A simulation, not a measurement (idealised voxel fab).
Module name: voxel gate over fins (process module)
Square cell edge 5 nm, section width 170 nm, ID cut.
If you're reading a cross-section in this doc, picture square cells in a grid; it comes to you as bands, top ones listed first down to the bottom, and a band can be one or more rows of cells. For a band, the entry starts with two heights in nm, that of the top and then that of the bottom, and carries on with the band's materials in order from left to right, each alongside its width in nm; the word "full width" beside a single material means it fills the band edge to edge, and "air" means empty space. Heights are reckoned from 0. Under this level, the received wafer is all of one material. The bottommost band is open-ended downward, for example "0 and below". When a width is written as two numbers, as in "30->40", the first number is the width in the top row of cells of the band and the second is the width in its bottom row, and the width changes by the same amount from each row to the next. For the purposes of this document, the phrase "changes: none" attached to a step denotes that no cell within the cross-section was modified by that step. Reported under the label "Unvented cavities" are the empty spaces having no open way to the top and comprising 8 cells or more; the notation for each is width x height at distance, in which the distance is measured from the left edge and all three values are in nm. Heads up: the bit after the settings on a step's line is the simulator's remark on that step. "overlay nm" answers the question of how far to the right of plan the mask lay on a step that has a mask, and when it is negative the answer is to the left.
Intended process steps:
1 RECEIVE with material Si
2 CONFORMAL_DEP with material SiN, thk nm 10
3 DIRECTIONAL_DEP with material aC, thk nm 15
4 PATTERN with tone cover, mask id FINS, material resist, width nm 15, pitch nm 45, thk nm 30, overlay nm 0
5 DIRECTIONAL_ETCH with etch materials aC, depth nm 15
6 STRIP with etch materials resist
7 DIRECTIONAL_ETCH with etch materials SiN, depth nm 10
8 DIRECTIONAL_ETCH with etch materials Si, depth nm 40
9 STRIP with etch materials aC
10 FILL_DEP with material SiO2, thk nm 10
11 CMP with height nm 10
12 SELECTIVE_ETCH with etch materials SiO2, depth nm 25
13 STRIP with etch materials SiN
14 CONFORMAL_DEP with material HfO2, thk nm 5
15 CONFORMAL_DEP with material TiN, thk nm 5
16 CONFORMAL_DEP with material TiAl, thk nm 5
17 CONFORMAL_DEP with material TiN, thk nm 5
18 FILL_DEP with material W, thk nm 15
19 CMP with height nm 30
20 CONFORMAL_DEP with material SiCN, thk nm 10
The first wafer of two, processed as planned:
as received, after step 1:
  0 and below = Si full width
  Unvented cavities: none
Wafer section view after processing step 2:
  10 down to 0 = SiN full width
  Unchanged below 0.
Wafer section view after processing step 3:
  25 down to 10 = aC full width
  Unchanged below 10.
Wafer section view after processing step 4:
  55 down to 25 = air=55, resist=15, air=30, resist=15, air=55
  Unchanged below 25.
Wafer section view after processing step 5:
  40 down to 25 = air=55, resist=15, air=30, resist=15, air=55
  25 down to 10 = air=55, aC=15, air=30, aC=15, air=55
  Unchanged below 10.
Wafer section view after processing step 6:
  25 down to 10 = air=55, aC=15, air=30, aC=15, air=55
  Unchanged below 10.
Wafer section view after processing step 7:
  25 down to 10 = air=55, aC=15, air=30, aC=15, air=55
  10 down to 0 = air=55, SiN=15, air=30, SiN=15, air=55
  Unchanged below 0.
Wafer section view after processing step 8:
  25 down to 10 = air=55, aC=15, air=30, aC=15, air=55
  10 down to 0 = air=55, SiN=15, air=30, SiN=15, air=55
  0 down to -40 = air=55, Si=15, air=30, Si=15, air=55
  Unchanged below -40.
Wafer section view after processing step 9:
  10 down to 0 = air=55, SiN=15, air=30, SiN=15, air=55
  Unchanged below 0.
Wafer section view after processing step 10:
  20 down to 10 = SiO2 full width
  10 down to 0 = SiO2=55, SiN=15, SiO2=30, SiN=15, SiO2=55
  0 down to -40 = SiO2=55, Si=15, SiO2=30, Si=15, SiO2=55
  Unchanged below -40.
Wafer section view after processing step 11:
  10 down to 0 = SiO2=55, SiN=15, SiO2=30, SiN=15, SiO2=55
  Unchanged below 0.
Wafer section view after processing step 12:
  10 down to 0 = air=55, SiN=15, air=30, SiN=15, air=55
  0 down to -15 = air=55, Si=15, air=30, Si=15, air=55
  Unchanged below -15.
Wafer section view after processing step 13:
  0 down to -15 = air=55, Si=15, air=30, Si=15, air=55
  Unchanged below -15.
Wafer section view after processing step 14:
  5 down to 0 = air=50, HfO2=25, air=20, HfO2=25, air=50
  0 down to -10 = air=50, HfO2=5, Si=15, HfO2=5, air=20, HfO2=5, Si=15, HfO2=5, air=50
  -10 down to -15 = HfO2=55, Si=15, HfO2=30, Si=15, HfO2=55
  Unchanged below -15.
Wafer section view after processing step 15:
  10 down to 5 = air=45, TiN=35, air=10, TiN=35, air=45
  5 down to 0 = air=45, TiN=5, HfO2=25, TiN=5, air=10, TiN=5, HfO2=25, TiN=5, air=45
  0 down to -5 = air=45, TiN=5, HfO2=5, Si=15, HfO2=5, TiN=5, air=10, TiN=5, HfO2=5, Si=15, HfO2=5, TiN=5, air=45
  -5 down to -10 = TiN=50, HfO2=5, Si=15, HfO2=5, TiN=20, HfO2=5, Si=15, HfO2=5, TiN=50
  Unchanged below -10.
Wafer section view after processing step 16:
  15 down to 10 = air=40, TiAl=90, air=40
  10 down to 5 = air=40, TiAl=5, TiN=35, TiAl=10, TiN=35, TiAl=5, air=40
  5 down to 0 = air=40, TiAl=5, TiN=5, HfO2=25, TiN=5, TiAl=10, TiN=5, HfO2=25, TiN=5, TiAl=5, air=40
  0 down to -5 = TiAl=45, TiN=5, HfO2=5, Si=15, HfO2=5, TiN=5, TiAl=10, TiN=5, HfO2=5, Si=15, HfO2=5, TiN=5, TiAl=45
  Unchanged below -5.
Wafer section view after processing step 17:
  20 down to 15 = air=35, TiN=100, air=35
  15 down to 10 = air=35, TiN=5, TiAl=90, TiN=5, air=35
  10 down to 5 = air=35, TiN=5, TiAl=5, TiN=35, TiAl=10, TiN=35, TiAl=5, TiN=5, air=35
  5 down to 0 = TiN=40, TiAl=5, TiN=5, HfO2=25, TiN=5, TiAl=10, TiN=5, HfO2=25, TiN=5, TiAl=5, TiN=40
  Unchanged below 0.
Wafer section view after processing step 18:
  35 down to 20 = W full width
  20 down to 15 = W=35, TiN=100, W=35
  15 down to 10 = W=35, TiN=5, TiAl=90, TiN=5, W=35
  10 down to 5 = W=35, TiN=5, TiAl=5, TiN=35, TiAl=10, TiN=35, TiAl=5, TiN=5, W=35
  Unchanged below 5.
Wafer section view after processing step 19:
  30 down to 20 = W full width
  Unchanged below 20.
Wafer section view after processing step 20:
  40 down to 30 = SiCN full width
  Unchanged below 30.
Wafer two. Identical start, identical plan. One mistake in execution. Identical history through step 1:
Second wafer: cross-section at the scheduled end of step 2:
  10 down to 0 = TiAl full width
  Unchanged below 0.
Second wafer: cross-section at the scheduled end of step 3:
  25 down to 10 = aC full width
  Unchanged below 10.
Second wafer: cross-section at the scheduled end of step 4:
  55 down to 25 = air=55, resist=15, air=30, resist=15, air=55
  Unchanged below 25.
Second wafer: cross-section at the scheduled end of step 5:
  40 down to 25 = air=55, resist=15, air=30, resist=15, air=55
  25 down to 10 = air=55, aC=15, air=30, aC=15, air=55
  Unchanged below 10.
Second wafer: cross-section at the scheduled end of step 6:
  25 down to 10 = air=55, aC=15, air=30, aC=15, air=55
  Unchanged below 10.
Second wafer: cross-section at the scheduled end of step 7: changes: none
Second wafer: cross-section at the scheduled end of step 8: changes: none
Second wafer: cross-section at the scheduled end of step 9:
  10 down to 0 = TiAl full width
  Unchanged below 0.
Second wafer: cross-section at the scheduled end of step 10:
  20 down to 10 = SiO2 full width
  Unchanged below 10.
Second wafer: cross-section at the scheduled end of step 11:
  10 down to 0 = TiAl full width
  Unchanged below 0.
Second wafer: cross-section at the scheduled end of step 12: changes: none
Second wafer: cross-section at the scheduled end of step 13: changes: none
Second wafer: cross-section at the scheduled end of step 14:
  15 down to 10 = HfO2 full width
  Unchanged below 10.
Second wafer: cross-section at the scheduled end of step 15:
  20 down to 15 = TiN full width
  Unchanged below 15.
Second wafer: cross-section at the scheduled end of step 16:
  25 down to 20 = TiAl full width
  Unchanged below 20.
Second wafer: cross-section at the scheduled end of step 17:
  30 down to 25 = TiN full width
  Unchanged below 25.
Second wafer: cross-section at the scheduled end of step 18:
  45 down to 30 = W full width
  Unchanged below 30.
Second wafer: cross-section at the scheduled end of step 19:
  30 down to 25 = TiN full width
  Unchanged below 25.
Second wafer: cross-section at the scheduled end of step 20:
  40 down to 30 = SiCN full width
  Unchanged below 30.
Against the plan, the run slipped here: step 2 did not happen as planned, as run it was CONFORMAL_DEP with material TiAl, thk nm 10
At the finish, the second wafer shows more or fewer cells for some materials than the first does: -12 HfO2; +224 Si; -140 SiO2; +56 TiAl; -18 TiN; -110 W
